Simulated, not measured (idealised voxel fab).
The following is a process module called voxel trench capacitor.
160 nm wide, 5 nm square cells: that's cross-section cut.
Each cross-section below is a grid of square cells, stated as bands in top-down order, with one or more rows of cells making up each band. For a band, the entry starts with two heights in nm, that of the top and then that of the bottom, and carries on with the band's materials in order from left to right, each alongside its width in nm; the word "everywhere" beside a single material means it fills the band edge to edge, and "blank" means empty space. Heights from 0 (as-received wafer is one material below). Bottom band endless downward, as "0 and below". You'd read "30->40" like this: the band's top row of cells is as wide as the first number, its bottom row is as wide as the second, and going down, every row changes width by the same amount as the row before did. Key: "remained the same" - step with no changed cell in the cross-section. Listed in "Closed void register": every empty space of 8 or more cells without an open way to the top. Form: width x height at distance, the distance being from the left edge, all in nm. On a step's line, text after the settings is the simulator commenting on that step. overlay nm: mask offset rightward from planned place, masked step; negative means leftward offset.
The process steps that were planned are listed below:
1. RECEIVE [material Si]
2. CONFORMAL_DEP [material SiN] [thk nm 5]
3. PATTERN [tone open] [mask id TRENCH] [material resist] [width nm 30] [pitch nm 50] [thk nm 20] [overlay nm 0]
4. DIRECTIONAL_ETCH [etch materials SiN] [depth nm 5]
5. DIRECTIONAL_ETCH [etch materials Si] [depth nm 25]
6. STRIP [etch materials resist]
7. CONFORMAL_DEP [material Al2O3] [thk nm 5]
8. CONFORMAL_DEP [material TiN] [thk nm 5]
9. FILL_DEP [material W] [thk nm 10]
10. CMP [height nm 5]
First of the two wafers, run per plan:
Cross-section of the wafer as it came to us, i.e., already through step 1:
	0 and below  Si everywhere
	Closed void register: none
How the wafer stands in section after step 2:
	5 down to 0  SiN everywhere
	Under 0: no change, same as before.
How the wafer stands in section after step 3:
	25 down to 5  resist 15 nm, blank 30 nm, resist 20 nm, blank 30 nm, resist 20 nm, blank 30 nm, resist 15 nm
	Under 5: no change, same as before.
How the wafer stands in section after step 4:
	25 down to 5  resist 15 nm, blank 30 nm, resist 20 nm, blank 30 nm, resist 20 nm, blank 30 nm, resist 15 nm
	5 down to 0  SiN 15 nm, blank 30 nm, SiN 20 nm, blank 30 nm, SiN 20 nm, blank 30 nm, SiN 15 nm
	Under 0: no change, same as before.
How the wafer stands in section after step 5:
	25 down to 5  resist 15 nm, blank 30 nm, resist 20 nm, blank 30 nm, resist 20 nm, blank 30 nm, resist 15 nm
	5 down to 0  SiN 15 nm, blank 30 nm, SiN 20 nm, blank 30 nm, SiN 20 nm, blank 30 nm, SiN 15 nm
	0 down to -25  Si 15 nm, blank 30 nm, Si 20 nm, blank 30 nm, Si 20 nm, blank 30 nm, Si 15 nm
	Under -25: no change, same as before.
How the wafer stands in section after step 6:
	5 down to 0  SiN 15 nm, blank 30 nm, SiN 20 nm, blank 30 nm, SiN 20 nm, blank 30 nm, SiN 15 nm
	Under 0: no change, same as before.
How the wafer stands in section after step 7:
	10 down to 5  Al2O3 20 nm, blank 20 nm, Al2O3 30 nm, blank 20 nm, Al2O3 30 nm, blank 20 nm, Al2O3 20 nm
	5 down to 0  SiN 15 nm, Al2O3 5 nm, blank 20 nm, Al2O3 5 nm, SiN 20 nm, Al2O3 5 nm, blank 20 nm, Al2O3 5 nm, SiN 20 nm, Al2O3 5 nm, blank 20 nm, Al2O3 5 nm, SiN 15 nm
	0 down to -20  Si 15 nm, Al2O3 5 nm, blank 20 nm, Al2O3 5 nm, Si 20 nm, Al2O3 5 nm, blank 20 nm, Al2O3 5 nm, Si 20 nm, Al2O3 5 nm, blank 20 nm, Al2O3 5 nm, Si 15 nm
	-20 down to -25  Si 15 nm, Al2O3 30 nm, Si 20 nm, Al2O3 30 nm, Si 20 nm, Al2O3 30 nm, Si 15 nm
	Under -25: no change, same as before.
How the wafer stands in section after step 8:
	15 down to 10  TiN 25 nm, blank 10 nm, TiN 40 nm, blank 10 nm, TiN 40 nm, blank 10 nm, TiN 25 nm
	10 down to 5  Al2O3 20 nm, TiN 5 nm, blank 10 nm, TiN 5 nm, Al2O3 30 nm, TiN 5 nm, blank 10 nm, TiN 5 nm, Al2O3 30 nm, TiN 5 nm, blank 10 nm, TiN 5 nm, Al2O3 20 nm
	5 down to 0  SiN 15 nm, Al2O3 5 nm, TiN 5 nm, blank 10 nm, TiN 5 nm, Al2O3 5 nm, SiN 20 nm, Al2O3 5 nm, TiN 5 nm, blank 10 nm, TiN 5 nm, Al2O3 5 nm, SiN 20 nm, Al2O3 5 nm, TiN 5 nm, blank 10 nm, TiN 5 nm, Al2O3 5 nm, SiN 15 nm
	0 down to -15  Si 15 nm, Al2O3 5 nm, TiN 5 nm, blank 10 nm, TiN 5 nm, Al2O3 5 nm, Si 20 nm, Al2O3 5 nm, TiN 5 nm, blank 10 nm, TiN 5 nm, Al2O3 5 nm, Si 20 nm, Al2O3 5 nm, TiN 5 nm, blank 10 nm, TiN 5 nm, Al2O3 5 nm, Si 15 nm
	-15 down to -20  Si 15 nm, Al2O3 5 nm, TiN 20 nm, Al2O3 5 nm, Si 20 nm, Al2O3 5 nm, TiN 20 nm, Al2O3 5 nm, Si 20 nm, Al2O3 5 nm, TiN 20 nm, Al2O3 5 nm, Si 15 nm
	Under -20: no change, same as before.
How the wafer stands in section after step 9:
	25 down to 15  W everywhere
	15 down to 10  TiN 25 nm, W 10 nm, TiN 40 nm, W 10 nm, TiN 40 nm, W 10 nm, TiN 25 nm
	10 down to 5  Al2O3 20 nm, TiN 5 nm, W 10 nm, TiN 5 nm, Al2O3 30 nm, TiN 5 nm, W 10 nm, TiN 5 nm, Al2O3 30 nm, TiN 5 nm, W 10 nm, TiN 5 nm, Al2O3 20 nm
	5 down to 0  SiN 15 nm, Al2O3 5 nm, TiN 5 nm, W 10 nm, TiN 5 nm, Al2O3 5 nm, SiN 20 nm, Al2O3 5 nm, TiN 5 nm, W 10 nm, TiN 5 nm, Al2O3 5 nm, SiN 20 nm, Al2O3 5 nm, TiN 5 nm, W 10 nm, TiN 5 nm, Al2O3 5 nm, SiN 15 nm
	0 down to -15  Si 15 nm, Al2O3 5 nm, TiN 5 nm, W 10 nm, TiN 5 nm, Al2O3 5 nm, Si 20 nm, Al2O3 5 nm, TiN 5 nm, W 10 nm, TiN 5 nm, Al2O3 5 nm, Si 20 nm, Al2O3 5 nm, TiN 5 nm, W 10 nm, TiN 5 nm, Al2O3 5 nm, Si 15 nm
	Under -15: no change, same as before.
How the wafer stands in section after step 10:
	5 down to 0  SiN 15 nm, Al2O3 5 nm, TiN 5 nm, W 10 nm, TiN 5 nm, Al2O3 5 nm, SiN 20 nm, Al2O3 5 nm, TiN 5 nm, W 10 nm, TiN 5 nm, Al2O3 5 nm, SiN 20 nm, Al2O3 5 nm, TiN 5 nm, W 10 nm, TiN 5 nm, Al2O3 5 nm, SiN 15 nm
	Under 0: no change, same as before.
Notes, second wafer: start = first wafer's, plan = first wafer's, execution had one mistake; history identical to first through step 9:
Planned end of step 10: second wafer, cross-section:
	10 down to 5  Al2O3 20 nm, TiN 5 nm, W 10 nm, TiN 5 nm, Al2O3 30 nm, TiN 5 nm, W 10 nm, TiN 5 nm, Al2O3 30 nm, TiN 5 nm, W 10 nm, TiN 5 nm, Al2O3 20 nm
	Under 5: no change, same as before.
Against the plan, the run slipped here: contrary to plan, step 10 was performed as CMP [height nm 10]
Wrapping up, a cell-based count of both wafers puts the second over or under the first for these materials: +20 Al2O3 | +6 TiN | +6 W
